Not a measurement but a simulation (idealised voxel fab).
process module | voxel self aligned contacts
cross-section cut | 235 nm wide | cells 5 nm
A cross-section is a grid of square cells, given in bands from the top down. A band is one or more rows of cells.
Each band's line starts with the height of the band's top and of its bottom, in nm. Then come its materials from left to right, each with its width in nm. One material with "throughout" fills the band from edge to edge. "air" is empty space.
Height 0 is the level under which the wafer as received is all one material. The lowest band goes on downwards, as in "0 down".
A width such as "30 to 40" changes by the same amount from each row of cells to the next, from the band's top row to its bottom row.
"no change" after a step means that no cell of the cross-section changed.
closed voids: empty space of 8 cells or more with no open way to the top, each as width x height at its distance from the left edge, in nm
after a step's settings: what the simulator itself notes on the step
overlay nm, on a step with a mask: how far to the right of its planned place the mask lay; to the left if negative
Each pair below shows a cross-section before one step and the cross-section after it, down to the lowest band that changed. The line under each pair gives the step between them, with its settings. The pairs can come from different runs of this module on the same starting wafer, so a pair continues from the pair above only where its "before" says so.
before
  0 down: Si throughout
  closed voids: none
after
  5 to 0: SiO2 throughout
  below 0: unchanged
  closed voids: none
the step between: op CONFORMAL_DEP | material SiO2 | thk nm 5
before: the cross-section after the pair above
after
  25 to 5: polySi throughout
  below 5: unchanged
  closed voids: none
the step between: op DIRECTIONAL_DEP | material polySi | thk nm 20
before: the cross-section after the pair above
after
  45 to 25: SiN throughout
  below 25: unchanged
  closed voids: none
the step between: op DIRECTIONAL_DEP | material SiN | thk nm 20
before: the cross-section after the pair above
after
  55 to 45: aC throughout
  below 45: unchanged
  closed voids: none
the step between: op DIRECTIONAL_DEP | material aC | thk nm 10
before: the cross-section after the pair above
after
  80 to 55: air 25 | resist 35 | air 40 | resist 35 | air 40 | resist 35 | air 25
  below 55: unchanged
  closed voids: none
the step between: op PATTERN | tone cover | mask id GATE | material resist | width nm 35 | pitch nm 75 | thk nm 25 | overlay nm 0
before: the cross-section after the pair above
after
  70 to 55: air 25 | resist 35 | air 40 | resist 35 | air 40 | resist 35 | air 25
  55 to 45: air 25 | aC 35 | air 40 | aC 35 | air 40 | aC 35 | air 25
  below 45: unchanged
  closed voids: none
the step between: op DIRECTIONAL_ETCH | etch materials aC | depth nm 10
before: the cross-section after the pair above
after
  55 to 45: air 25 | aC 35 | air 40 | aC 35 | air 40 | aC 35 | air 25
  below 45: unchanged
  closed voids: none
the step between: op STRIP | etch materials resist
before: the cross-section after the pair above
after
  55 to 45: air 25 | aC 35 | air 40 | aC 35 | air 40 | aC 35 | air 25
  45 to 25: air 25 | SiN 35 | air 40 | SiN 35 | air 40 | SiN 35 | air 25
  below 25: unchanged
  closed voids: none
the step between: op DIRECTIONAL_ETCH | etch materials SiN | depth nm 20
before: the cross-section after the pair above
after
  55 to 45: air 25 | aC 35 | air 40 | aC 35 | air 40 | aC 35 | air 25
  45 to 25: air 25 | SiN 35 | air 40 | SiN 35 | air 40 | SiN 35 | air 25
  25 to 5: air 25 | polySi 35 | air 40 | polySi 35 | air 40 | polySi 35 | air 25
  below 5: unchanged
  closed voids: none
the step between: op DIRECTIONAL_ETCH | etch materials polySi | depth nm 20
before: the cross-section after the pair above
after
  45 to 25: air 25 | SiN 35 | air 40 | SiN 35 | air 40 | SiN 35 | air 25
  below 25: unchanged
  closed voids: none
the step between: op STRIP | etch materials aC
before: the cross-section after the pair above
after
  55 to 25: air 15 | SiN 55 | air 20 | SiN 55 | air 20 | SiN 55 | air 15
  25 to 15: air 15 | SiN 10 | polySi 35 | SiN 10 | air 20 | SiN 10 | polySi 35 | SiN 10 | air 20 | SiN 10 | polySi 35 | SiN 10 | air 15
  15 to 5: SiN 25 | polySi 35 | SiN 40 | polySi 35 | SiN 40 | polySi 35 | SiN 25
  below 5: unchanged
  closed voids: none
the step between: op CONFORMAL_DEP | material SiN | thk nm 10
before: the cross-section after the pair above
after
  45 to 25: air 15 | SiN 55 | air 20 | SiN 55 | air 20 | SiN 55 | air 15
  25 to 5: air 15 | SiN 10 | polySi 35 | SiN 10 | air 20 | SiN 10 | polySi 35 | SiN 10 | air 20 | SiN 10 | polySi 35 | SiN 10 | air 15
  below 5: unchanged
  closed voids: none
the step between: op DIRECTIONAL_ETCH | etch materials SiN | depth nm 10
before: the cross-section after the pair above
after
  65 to 45: SiO2 throughout
  45 to 25: SiO2 15 | SiN 55 | SiO2 20 | SiN 55 | SiO2 20 | SiN 55 | SiO2 15
  25 to 5: SiO2 15 | SiN 10 | polySi 35 | SiN 10 | SiO2 20 | SiN 10 | polySi 35 | SiN 10 | SiO2 20 | SiN 10 | polySi 35 | SiN 10 | SiO2 15
  below 5: unchanged
  closed voids: none
the step between: op FILL_DEP | material SiO2 | thk nm 20
before: the cross-section after the pair above
after
  55 to 45: SiO2 throughout
  below 45: unchanged
  closed voids: none
the step between: op CMP | height nm 55
before: the cross-section after the pair above
after
  70 to 55: resist 50 | air 60 | resist 15 | air 60 | resist 50
  below 55: unchanged
  closed voids: none
the step between: op PATTERN | tone open | mask id CONTACT | material resist | width nm 60 | pitch nm 75 | thk nm 15 | overlay nm 0
before: the cross-section after the pair above
after
  70 to 55: resist 50 | air 60 | resist 15 | air 60 | resist 50
  55 to 45: SiO2 50 | air 60 | SiO2 15 | air 60 | SiO2 50
  45 to 25: SiO2 15 | SiN 55 | air 20 | SiN 55 | air 20 | SiN 55 | SiO2 15
  25 to 5: SiO2 15 | SiN 10 | polySi 35 | SiN 10 | air 20 | SiN 10 | polySi 35 | SiN 10 | air 20 | SiN 10 | polySi 35 | SiN 10 | SiO2 15
  5 to 0: SiO2 70 | air 20 | SiO2 55 | air 20 | SiO2 70
  below 0: unchanged
  closed voids: none
the step between: op DIRECTIONAL_ETCH | etch materials SiO2 | depth nm 55
before: the cross-section after the pair above
after
  55 to 45: SiO2 50 | air 60 | SiO2 15 | air 60 | SiO2 50
  below 45: unchanged
  closed voids: none
the step between: op STRIP | etch materials resist
before: the cross-section after the pair above
after
  60 to 55: TiN 55 | air 50 | TiN 25 | air 50 | TiN 55
  55 to 45: SiO2 50 | TiN 5 to 25 | air 50 to 10 | TiN 5 to 25 | SiO2 15 | TiN 5 to 25 | air 50 to 10 | TiN 5 to 25 | SiO2 50
  45 to 25: SiO2 15 | SiN 55 | TiN 5 | air 10 | TiN 5 | SiN 55 | TiN 5 | air 10 | TiN 5 | SiN 55 | SiO2 15
  25 to 5: SiO2 15 | SiN 10 | polySi 35 | SiN 10 | TiN 5 | air 10 | TiN 5 | SiN 10 | polySi 35 | SiN 10 | TiN 5 | air 10 | TiN 5 | SiN 10 | polySi 35 | SiN 10 | SiO2 15
  5 to 0: SiO2 70 | TiN 20 | SiO2 55 | TiN 20 | SiO2 70
  below 0: unchanged
  closed voids: none
the step between: op CONFORMAL_DEP | material TiN | thk nm 5
before: the cross-section after the pair above
after
  65 to 60: W throughout
  60 to 55: TiN 55 | W 50 | TiN 25 | W 50 | TiN 55
  55 to 45: SiO2 50 | TiN 5 to 25 | W 50 to 10 | TiN 5 to 25 | SiO2 15 | TiN 5 to 25 | W 50 to 10 | TiN 5 to 25 | SiO2 50
  45 to 25: SiO2 15 | SiN 55 | TiN 5 | W 10 | TiN 5 | SiN 55 | TiN 5 | W 10 | TiN 5 | SiN 55 | SiO2 15
  25 to 5: SiO2 15 | SiN 10 | polySi 35 | SiN 10 | TiN 5 | W 10 | TiN 5 | SiN 10 | polySi 35 | SiN 10 | TiN 5 | W 10 | TiN 5 | SiN 10 | polySi 35 | SiN 10 | SiO2 15
  below 5: unchanged
  closed voids: none
the step between: op FILL_DEP | material W | thk nm 5
before: the cross-section after the pair above
after
  55 to 45: SiO2 50 | TiN 5 to 25 | W 50 to 10 | TiN 5 to 25 | SiO2 15 | TiN 5 to 25 | W 50 to 10 | TiN 5 to 25 | SiO2 50
  below 45: unchanged
  closed voids: none
the step between: op CMP | height nm 55
before: the cross-section after the pair above
after
  60 to 55: SiN throughout
  below 55: unchanged
  closed voids: none
the step between: op CONFORMAL_DEP | material SiN | thk nm 5
before
  45 to 25: air 25 | SiN 35 | air 40 | SiN 35 | air 40 | SiN 35 | air 25
  25 to 5: air 25 | polySi 35 | air 40 | polySi 35 | air 40 | polySi 35 | air 25
  5 to 0: SiO2 throughout
  0 down: Si throughout
  closed voids: none
after
  35 to 25: air 25 | SiN 35 | air 40 | SiN 35 | air 40 | SiN 35 | air 25
  below 25: unchanged
  closed voids: none
the step between: op DIRECTIONAL_ETCH | etch materials SiN | depth nm 10
before: the cross-section after the pair above
after
  55 to 35: SiO2 throughout
  35 to 25: SiO2 25 | SiN 35 | SiO2 40 | SiN 35 | SiO2 40 | SiN 35 | SiO2 25
  25 to 5: SiO2 25 | polySi 35 | SiO2 40 | polySi 35 | SiO2 40 | polySi 35 | SiO2 25
  below 5: unchanged
  closed voids: none
the step between: op FILL_DEP | material SiO2 | thk nm 20
before: the cross-section after the pair above
after
  70 to 55: resist 50 | air 60 | resist 15 | air 60 | resist 50
  below 55: unchanged
  closed voids: none
the step between: op PATTERN | tone open | mask id CONTACT | material resist | width nm 60 | pitch nm 75 | thk nm 15 | overlay nm 0
before: the cross-section after the pair above
after
  70 to 55: resist 50 | air 60 | resist 15 | air 60 | resist 50
  55 to 35: SiO2 50 | air 60 | SiO2 15 | air 60 | SiO2 50
  35 to 25: SiO2 25 | SiN 35 | air 40 | SiN 35 | air 40 | SiN 35 | SiO2 25
  25 to 5: SiO2 25 | polySi 35 | air 40 | polySi 35 | air 40 | polySi 35 | SiO2 25
  5 to 0: SiO2 60 | air 40 | SiO2 35 | air 40 | SiO2 60
  below 0: unchanged
  closed voids: none
the step between: op DIRECTIONAL_ETCH | etch materials SiO2 | depth nm 55
before: the cross-section after the pair above
after
  55 to 35: SiO2 50 | air 60 | SiO2 15 | air 60 | SiO2 50
  below 35: unchanged
  closed voids: none
the step between: op STRIP | etch materials resist
before: the cross-section after the pair above
after
  60 to 55: TiN 55 | air 50 | TiN 25 | air 50 | TiN 55
  55 to 40: SiO2 50 | TiN 5 | air 50 | TiN 5 | SiO2 15 | TiN 5 | air 50 | TiN 5 | SiO2 50
  40 to 35: SiO2 50 | TiN 15 | air 30 | TiN 15 | SiO2 15 | TiN 15 | air 30 | TiN 15 | SiO2 50
  35 to 25: SiO2 25 | SiN 35 | TiN 5 | air 30 | TiN 5 | SiN 35 | TiN 5 | air 30 | TiN 5 | SiN 35 | SiO2 25
  25 to 5: SiO2 25 | polySi 35 | TiN 5 | air 30 | TiN 5 | polySi 35 | TiN 5 | air 30 | TiN 5 | polySi 35 | SiO2 25
  5 to 0: SiO2 60 | TiN 40 | SiO2 35 | TiN 40 | SiO2 60
  below 0: unchanged
  closed voids: none
the step between: op CONFORMAL_DEP | material TiN | thk nm 5
before: the cross-section after the pair above
after
  65 to 60: W throughout
  60 to 55: TiN 55 | W 50 | TiN 25 | W 50 | TiN 55
  55 to 40: SiO2 50 | TiN 5 | W 50 | TiN 5 | SiO2 15 | TiN 5 | W 50 | TiN 5 | SiO2 50
  40 to 35: SiO2 50 | TiN 15 | W 30 | TiN 15 | SiO2 15 | TiN 15 | W 30 | TiN 15 | SiO2 50
  35 to 25: SiO2 25 | SiN 35 | TiN 5 | W 30 | TiN 5 | SiN 35 | TiN 5 | W 30 | TiN 5 | SiN 35 | SiO2 25
  25 to 5: SiO2 25 | polySi 35 | TiN 5 | W 30 | TiN 5 | polySi 35 | TiN 5 | W 30 | TiN 5 | polySi 35 | SiO2 25
  below 5: unchanged
  closed voids: none
the step between: op FILL_DEP | material W | thk nm 5
before: the cross-section after the pair above
after
  55 to 40: SiO2 50 | TiN 5 | W 50 | TiN 5 | SiO2 15 | TiN 5 | W 50 | TiN 5 | SiO2 50
  below 40: unchanged
  closed voids: none
the step between: op CMP | height nm 55
before: the cross-section after the pair above
after
  60 to 55: SiN throughout
  below 55: unchanged
  closed voids: none
the step between: op CONFORMAL_DEP | material SiN | thk nm 5
before
  45 to 25: SiN throughout
  25 to 5: polySi throughout
  5 to 0: SiO2 throughout
  0 down: Si throughout
  closed voids: none
after
  65 to 25: SiN throughout
  below 25: unchanged
  closed voids: none
the step between: op DIRECTIONAL_DEP | material SiN | thk nm 20
before: the cross-section after the pair above
after
  75 to 65: aC throughout
  below 65: unchanged
  closed voids: none
the step between: op DIRECTIONAL_DEP | material aC | thk nm 10
before: the cross-section after the pair above
after
  100 to 75: air 25 | resist 35 | air 40 | resist 35 | air 40 | resist 35 | air 25
  below 75: unchanged
  closed voids: none
the step between: op PATTERN | tone cover | mask id GATE | material resist | width nm 35 | pitch nm 75 | thk nm 25 | overlay nm 0
before: the cross-section after the pair above
after
  90 to 75: air 25 | resist 35 | air 40 | resist 35 | air 40 | resist 35 | air 25
  75 to 65: air 25 | aC 35 | air 40 | aC 35 | air 40 | aC 35 | air 25
  below 65: unchanged
  closed voids: none
the step between: op DIRECTIONAL_ETCH | etch materials aC | depth nm 10
before: the cross-section after the pair above
after
  75 to 65: air 25 | aC 35 | air 40 | aC 35 | air 40 | aC 35 | air 25
  below 65: unchanged
  closed voids: none
the step between: op STRIP | etch materials resist
before: the cross-section after the pair above
after
  75 to 65: air 25 | aC 35 | air 40 | aC 35 | air 40 | aC 35 | air 25
  65 to 45: air 25 | SiN 35 | air 40 | SiN 35 | air 40 | SiN 35 | air 25
  below 45: unchanged
  closed voids: none
the step between: op DIRECTIONAL_ETCH | etch materials SiN | depth nm 20
before: the cross-section after the pair above
after
  65 to 45: air 25 | SiN 35 | air 40 | SiN 35 | air 40 | SiN 35 | air 25
  below 45: unchanged
  closed voids: none
the step between: op STRIP | etch materials aC
before: the cross-section after the pair above
after
  75 to 55: air 15 | SiN 55 | air 20 | SiN 55 | air 20 | SiN 55 | air 15
  55 to 25: SiN throughout
  below 25: unchanged
  closed voids: none
the step between: op CONFORMAL_DEP | material SiN | thk nm 10
before: the cross-section after the pair above
after
  65 to 45: air 15 | SiN 55 | air 20 | SiN 55 | air 20 | SiN 55 | air 15
  below 45: unchanged
  closed voids: none
the step between: op DIRECTIONAL_ETCH | etch materials SiN | depth nm 10
before: the cross-section after the pair above
after
  85 to 65: SiO2 throughout
  65 to 45: SiO2 15 | SiN 55 | SiO2 20 | SiN 55 | SiO2 20 | SiN 55 | SiO2 15
  below 45: unchanged
  closed voids: none
the step between: op FILL_DEP | material SiO2 | thk nm 20
before: the cross-section after the pair above
after
  55 to 45: SiO2 15 | SiN 55 | SiO2 20 | SiN 55 | SiO2 20 | SiN 55 | SiO2 15
  below 45: unchanged
  closed voids: none
the step between: op CMP | height nm 55
before: the cross-section after the pair above
after
  70 to 55: resist 50 | air 60 | resist 15 | air 60 | resist 50
  below 55: unchanged
  closed voids: none
the step between: op PATTERN | tone open | mask id CONTACT | material resist | width nm 60 | pitch nm 75 | thk nm 15 | overlay nm 0
before: the cross-section after the pair above
after
  70 to 55: resist 50 | air 60 | resist 15 | air 60 | resist 50
  55 to 45: SiO2 15 | SiN 55 | air 20 | SiN 55 | air 20 | SiN 55 | SiO2 15
  below 45: unchanged
  closed voids: none
the step between: op DIRECTIONAL_ETCH | etch materials SiO2 | depth nm 55
before: the cross-section after the pair above
after
  55 to 45: SiO2 15 | SiN 55 | air 20 | SiN 55 | air 20 | SiN 55 | SiO2 15
  below 45: unchanged
  closed voids: none
the step between: op STRIP | etch materials resist
before: the cross-section after the pair above
after
  60 to 55: TiN 75 | air 10 | TiN 65 | air 10 | TiN 75
  55 to 50: SiO2 15 | SiN 55 | TiN 5 | air 10 | TiN 5 | SiN 55 | TiN 5 | air 10 | TiN 5 | SiN 55 | SiO2 15
  50 to 45: SiO2 15 | SiN 55 | TiN 20 | SiN 55 | TiN 20 | SiN 55 | SiO2 15
  below 45: unchanged
  closed voids: none
the step between: op CONFORMAL_DEP | material TiN | thk nm 5
before: the cross-section after the pair above
after
  65 to 60: W throughout
  60 to 55: TiN 75 | W 10 | TiN 65 | W 10 | TiN 75
  55 to 50: SiO2 15 | SiN 55 | TiN 5 | W 10 | TiN 5 | SiN 55 | TiN 5 | W 10 | TiN 5 | SiN 55 | SiO2 15
  below 50: unchanged
  closed voids: none
the step between: op FILL_DEP | material W | thk nm 5
before: the cross-section after the pair above
after
  55 to 50: SiO2 15 | SiN 55 | TiN 5 | W 10 | TiN 5 | SiN 55 | TiN 5 | W 10 | TiN 5 | SiN 55 | SiO2 15
  below 50: unchanged
  closed voids: none
the step between: op CMP | height nm 55
before: the cross-section after the pair above
after
  60 to 55: SiN throughout
  below 55: unchanged
  closed voids: none
the step between: op CONFORMAL_DEP | material SiN | thk nm 5
before
  0 down: Si throughout
  closed voids: none
after
  20 to 0: polySi throughout
  below 0: unchanged
  closed voids: none
the step between: op DIRECTIONAL_DEP | material polySi | thk nm 20
before: the cross-section after the pair above
after
  25 to 20: SiO2 throughout
  below 20: unchanged
  closed voids: none
the step between: op CONFORMAL_DEP | material SiO2 | thk nm 5
before: the cross-section after the pair above
after
  45 to 25: SiN throughout
  below 25: unchanged
  closed voids: none
the step between: op DIRECTIONAL_DEP | material SiN | thk nm 20
before: the cross-section after the pair above
after
  55 to 45: aC throughout
  below 45: unchanged
  closed voids: none
the step between: op DIRECTIONAL_DEP | material aC | thk nm 10
before: the cross-section after the pair above
after
  80 to 55: air 25 | resist 35 | air 40 | resist 35 | air 40 | resist 35 | air 25
  below 55: unchanged
  closed voids: none
the step between: op PATTERN | tone cover | mask id GATE | material resist | width nm 35 | pitch nm 75 | thk nm 25 | overlay nm 0
before: the cross-section after the pair above
after
  70 to 55: air 25 | resist 35 | air 40 | resist 35 | air 40 | resist 35 | air 25
  55 to 45: air 25 | aC 35 | air 40 | aC 35 | air 40 | aC 35 | air 25
  below 45: unchanged
  closed voids: none
the step between: op DIRECTIONAL_ETCH | etch materials aC | depth nm 10
before: the cross-section after the pair above
after
  55 to 45: air 25 | aC 35 | air 40 | aC 35 | air 40 | aC 35 | air 25
  below 45: unchanged
  closed voids: none
the step between: op STRIP | etch materials resist
before: the cross-section after the pair above
after
  55 to 45: air 25 | aC 35 | air 40 | aC 35 | air 40 | aC 35 | air 25
  45 to 25: air 25 | SiN 35 | air 40 | SiN 35 | air 40 | SiN 35 | air 25
  below 25: unchanged
  closed voids: none
the step between: op DIRECTIONAL_ETCH | etch materials SiN | depth nm 20
before: the cross-section after the pair above
after
  45 to 25: air 25 | SiN 35 | air 40 | SiN 35 | air 40 | SiN 35 | air 25
  below 25: unchanged
  closed voids: none
the step between: op STRIP | etch materials aC
before: the cross-section after the pair above
after
  55 to 35: air 15 | SiN 55 | air 20 | SiN 55 | air 20 | SiN 55 | air 15
  35 to 25: SiN throughout
  below 25: unchanged
  closed voids: none
the step between: op CONFORMAL_DEP | material SiN | thk nm 10
before: the cross-section after the pair above
after
  45 to 25: air 15 | SiN 55 | air 20 | SiN 55 | air 20 | SiN 55 | air 15
  below 25: unchanged
  closed voids: none
the step between: op DIRECTIONAL_ETCH | etch materials SiN | depth nm 10
before: the cross-section after the pair above
after
  65 to 45: SiO2 throughout
  45 to 25: SiO2 15 | SiN 55 | SiO2 20 | SiN 55 | SiO2 20 | SiN 55 | SiO2 15
  below 25: unchanged
  closed voids: none
the step between: op FILL_DEP | material SiO2 | thk nm 20
before: the cross-section after the pair above
after
  55 to 45: SiO2 throughout
  below 45: unchanged
  closed voids: none
the step between: op CMP | height nm 55
before: the cross-section after the pair above
after
  70 to 55: resist 50 | air 60 | resist 15 | air 60 | resist 50
  below 55: unchanged
  closed voids: none
the step between: op PATTERN | tone open | mask id CONTACT | material resist | width nm 60 | pitch nm 75 | thk nm 15 | overlay nm 0
before: the cross-section after the pair above
after
  70 to 55: resist 50 | air 60 | resist 15 | air 60 | resist 50
  55 to 45: SiO2 50 | air 60 | SiO2 15 | air 60 | SiO2 50
  45 to 25: SiO2 15 | SiN 55 | air 20 | SiN 55 | air 20 | SiN 55 | SiO2 15
  25 to 20: SiO2 70 | air 20 | SiO2 55 | air 20 | SiO2 70
  below 20: unchanged
  closed voids: none
the step between: op DIRECTIONAL_ETCH | etch materials SiO2 | depth nm 55
before: the cross-section after the pair above
after
  55 to 45: SiO2 50 | air 60 | SiO2 15 | air 60 | SiO2 50
  below 45: unchanged
  closed voids: none
the step between: op STRIP | etch materials resist
before: the cross-section after the pair above
after
  60 to 55: TiN 55 | air 50 | TiN 25 | air 50 | TiN 55
  55 to 45: SiO2 50 | TiN 5 to 25 | air 50 to 10 | TiN 5 to 25 | SiO2 15 | TiN 5 to 25 | air 50 to 10 | TiN 5 to 25 | SiO2 50
  45 to 25: SiO2 15 | SiN 55 | TiN 5 | air 10 | TiN 5 | SiN 55 | TiN 5 | air 10 | TiN 5 | SiN 55 | SiO2 15
  25 to 20: SiO2 70 | TiN 20 | SiO2 55 | TiN 20 | SiO2 70
  below 20: unchanged
  closed voids: none
the step between: op CONFORMAL_DEP | material TiN | thk nm 5
before: the cross-section after the pair above
after
  65 to 60: W throughout
  60 to 55: TiN 55 | W 50 | TiN 25 | W 50 | TiN 55
  55 to 45: SiO2 50 | TiN 5 to 25 | W 50 to 10 | TiN 5 to 25 | SiO2 15 | TiN 5 to 25 | W 50 to 10 | TiN 5 to 25 | SiO2 50
  45 to 25: SiO2 15 | SiN 55 | TiN 5 | W 10 | TiN 5 | SiN 55 | TiN 5 | W 10 | TiN 5 | SiN 55 | SiO2 15
  below 25: unchanged
  closed voids: none
the step between: op FILL_DEP | material W | thk nm 5
before: the cross-section after the pair above
after
  55 to 45: SiO2 50 | TiN 5 to 25 | W 50 to 10 | TiN 5 to 25 | SiO2 15 | TiN 5 to 25 | W 50 to 10 | TiN 5 to 25 | SiO2 50
  below 45: unchanged
  closed voids: none
the step between: op CMP | height nm 55
before: the cross-section after the pair above
after
  60 to 55: SiN throughout
  below 55: unchanged
  closed voids: none
the step between: op CONFORMAL_DEP | material SiN | thk nm 5
before
  0 down: Si throughout
  closed voids: none
after
  15 to 0: SiO2 throughout
  below 0: unchanged
  closed voids: none
the step between: op CONFORMAL_DEP | material SiO2 | thk nm 15
before: the cross-section after the pair above
after
  35 to 15: polySi throughout
  below 15: unchanged
  closed voids: none
the step between: op DIRECTIONAL_DEP | material polySi | thk nm 20
before: the cross-section after the pair above
after
  55 to 35: SiN throughout
  below 35: unchanged
  closed voids: none
the step between: op DIRECTIONAL_DEP | material SiN | thk nm 20
before: the cross-section after the pair above
after
  65 to 55: aC throughout
  below 55: unchanged
  closed voids: none
the step between: op DIRECTIONAL_DEP | material aC | thk nm 10
before: the cross-section after the pair above
after
  90 to 65: air 25 | resist 35 | air 40 | resist 35 | air 40 | resist 35 | air 25
  below 65: unchanged
  closed voids: none
the step between: op PATTERN | tone cover | mask id GATE | material resist | width nm 35 | pitch nm 75 | thk nm 25 | overlay nm 0
before: the cross-section after the pair above
after
  80 to 65: air 25 | resist 35 | air 40 | resist 35 | air 40 | resist 35 | air 25
  65 to 55: air 25 | aC 35 | air 40 | aC 35 | air 40 | aC 35 | air 25
  below 55: unchanged
  closed voids: none
the step between: op DIRECTIONAL_ETCH | etch materials aC | depth nm 10
before: the cross-section after the pair above
after
  65 to 55: air 25 | aC 35 | air 40 | aC 35 | air 40 | aC 35 | air 25
  below 55: unchanged
  closed voids: none
the step between: op STRIP | etch materials resist
before: the cross-section after the pair above
after
  65 to 55: air 25 | aC 35 | air 40 | aC 35 | air 40 | aC 35 | air 25
  55 to 35: air 25 | SiN 35 | air 40 | SiN 35 | air 40 | SiN 35 | air 25
  below 35: unchanged
  closed voids: none
the step between: op DIRECTIONAL_ETCH | etch materials SiN | depth nm 20
before: the cross-section after the pair above
after
  65 to 55: air 25 | aC 35 | air 40 | aC 35 | air 40 | aC 35 | air 25
  55 to 35: air 25 | SiN 35 | air 40 | SiN 35 | air 40 | SiN 35 | air 25
  35 to 15: air 25 | polySi 35 | air 40 | polySi 35 | air 40 | polySi 35 | air 25
  below 15: unchanged
  closed voids: none
the step between: op DIRECTIONAL_ETCH | etch materials polySi | depth nm 20
before: the cross-section after the pair above
after
  55 to 35: air 25 | SiN 35 | air 40 | SiN 35 | air 40 | SiN 35 | air 25
  below 35: unchanged
  closed voids: none
the step between: op STRIP | etch materials aC
before: the cross-section after the pair above
after
  65 to 35: air 15 | SiN 55 | air 20 | SiN 55 | air 20 | SiN 55 | air 15
  35 to 25: air 15 | SiN 10 | polySi 35 | SiN 10 | air 20 | SiN 10 | polySi 35 | SiN 10 | air 20 | SiN 10 | polySi 35 | SiN 10 | air 15
  25 to 15: SiN 25 | polySi 35 | SiN 40 | polySi 35 | SiN 40 | polySi 35 | SiN 25
  below 15: unchanged
  closed voids: none
the step between: op CONFORMAL_DEP | material SiN | thk nm 10
before: the cross-section after the pair above
after
  55 to 35: air 15 | SiN 55 | air 20 | SiN 55 | air 20 | SiN 55 | air 15
  35 to 15: air 15 | SiN 10 | polySi 35 | SiN 10 | air 20 | SiN 10 | polySi 35 | SiN 10 | air 20 | SiN 10 | polySi 35 | SiN 10 | air 15
  below 15: unchanged
  closed voids: none
the step between: op DIRECTIONAL_ETCH | etch materials SiN | depth nm 10
before: the cross-section after the pair above
after
  75 to 55: SiO2 throughout
  55 to 35: SiO2 15 | SiN 55 | SiO2 20 | SiN 55 | SiO2 20 | SiN 55 | SiO2 15
  35 to 15: SiO2 15 | SiN 10 | polySi 35 | SiN 10 | SiO2 20 | SiN 10 | polySi 35 | SiN 10 | SiO2 20 | SiN 10 | polySi 35 | SiN 10 | SiO2 15
  below 15: unchanged
  closed voids: none
the step between: op FILL_DEP | material SiO2 | thk nm 20
before: the cross-section after the pair above
after
  55 to 35: SiO2 15 | SiN 55 | SiO2 20 | SiN 55 | SiO2 20 | SiN 55 | SiO2 15
  below 35: unchanged
  closed voids: none
the step between: op CMP | height nm 55
before: the cross-section after the pair above
after
  70 to 55: resist 50 | air 60 | resist 15 | air 60 | resist 50
  below 55: unchanged
  closed voids: none
the step between: op PATTERN | tone open | mask id CONTACT | material resist | width nm 60 | pitch nm 75 | thk nm 15 | overlay nm 0
before: the cross-section after the pair above
after
  70 to 55: resist 50 | air 60 | resist 15 | air 60 | resist 50
  55 to 35: SiO2 15 | SiN 55 | air 20 | SiN 55 | air 20 | SiN 55 | SiO2 15
  35 to 15: SiO2 15 | SiN 10 | polySi 35 | SiN 10 | air 20 | SiN 10 | polySi 35 | SiN 10 | air 20 | SiN 10 | polySi 35 | SiN 10 | SiO2 15
  15 to 0: SiO2 70 | air 20 | SiO2 55 | air 20 | SiO2 70
  below 0: unchanged
  closed voids: none
the step between: op DIRECTIONAL_ETCH | etch materials SiO2 | depth nm 55
before: the cross-section after the pair above
after
  55 to 35: SiO2 15 | SiN 55 | air 20 | SiN 55 | air 20 | SiN 55 | SiO2 15
  below 35: unchanged
  closed voids: none
the step between: op STRIP | etch materials resist
before: the cross-section after the pair above
after
  60 to 55: TiN 75 | air 10 | TiN 65 | air 10 | TiN 75
  55 to 35: SiO2 15 | SiN 55 | TiN 5 | air 10 | TiN 5 | SiN 55 | TiN 5 | air 10 | TiN 5 | SiN 55 | SiO2 15
  35 to 15: SiO2 15 | SiN 10 | polySi 35 | SiN 10 | TiN 5 | air 10 | TiN 5 | SiN 10 | polySi 35 | SiN 10 | TiN 5 | air 10 | TiN 5 | SiN 10 | polySi 35 | SiN 10 | SiO2 15
  15 to 5: SiO2 70 | TiN 5 | air 10 | TiN 5 | SiO2 55 | TiN 5 | air 10 | TiN 5 | SiO2 70
  5 to 0: SiO2 70 | TiN 20 | SiO2 55 | TiN 20 | SiO2 70
  below 0: unchanged
  closed voids: none
the step between: op CONFORMAL_DEP | material TiN | thk nm 5
before: the cross-section after the pair above
after
  65 to 60: W throughout
  60 to 55: TiN 75 | W 10 | TiN 65 | W 10 | TiN 75
  55 to 35: SiO2 15 | SiN 55 | TiN 5 | W 10 | TiN 5 | SiN 55 | TiN 5 | W 10 | TiN 5 | SiN 55 | SiO2 15
  35 to 15: SiO2 15 | SiN 10 | polySi 35 | SiN 10 | TiN 5 | W 10 | TiN 5 | SiN 10 | polySi 35 | SiN 10 | TiN 5 | W 10 | TiN 5 | SiN 10 | polySi 35 | SiN 10 | SiO2 15
  15 to 5: SiO2 70 | TiN 5 | W 10 | TiN 5 | SiO2 55 | TiN 5 | W 10 | TiN 5 | SiO2 70
  below 5: unchanged
  closed voids: none
the step between: op FILL_DEP | material W | thk nm 5
before: the cross-section after the pair above
after
  55 to 35: SiO2 15 | SiN 55 | TiN 5 | W 10 | TiN 5 | SiN 55 | TiN 5 | W 10 | TiN 5 | SiN 55 | SiO2 15
  below 35: unchanged
  closed voids: none
the step between: op CMP | height nm 55
before: the cross-section after the pair above
after
  60 to 55: SiN throughout
  below 55: unchanged
  closed voids: none
the step between: op CONFORMAL_DEP | material SiN | thk nm 5
before
  55 to 45: SiO2 throughout
  45 to 25: SiO2 15 | SiN 55 | SiO2 20 | SiN 55 | SiO2 20 | SiN 55 | SiO2 15
  25 to 5: SiO2 15 | SiN 10 | polySi 35 | SiN 10 | SiO2 20 | SiN 10 | polySi 35 | SiN 10 | SiO2 20 | SiN 10 | polySi 35 | SiN 10 | SiO2 15
  5 to 0: SiO2 throughout
  0 down: Si throughout
  closed voids: none
after
  70 to 55: resist 55 | air 55 | resist 20 | air 55 | resist 50
  below 55: unchanged
  closed voids: none
the step between: op PATTERN | tone open | mask id CONTACT | material resist | width nm 55 | pitch nm 75 | thk nm 15 | overlay nm 0
before: the cross-section after the pair above
after
  70 to 55: resist 55 | air 55 | resist 20 | air 55 | resist 50
  55 to 45: SiO2 55 | air 55 | SiO2 20 | air 55 | SiO2 50
  45 to 25: SiO2 15 | SiN 55 | air 20 | SiN 55 | air 20 | SiN 55 | SiO2 15
  25 to 5: SiO2 15 | SiN 10 | polySi 35 | SiN 10 | air 20 | SiN 10 | polySi 35 | SiN 10 | air 20 | SiN 10 | polySi 35 | SiN 10 | SiO2 15
  5 to 0: SiO2 70 | air 20 | SiO2 55 | air 20 | SiO2 70
  below 0: unchanged
  closed voids: none
the step between: op DIRECTIONAL_ETCH | etch materials SiO2 | depth nm 55
before: the cross-section after the pair above
after
  55 to 45: SiO2 55 | air 55 | SiO2 20 | air 55 | SiO2 50
  below 45: unchanged
  closed voids: none
the step between: op STRIP | etch materials resist
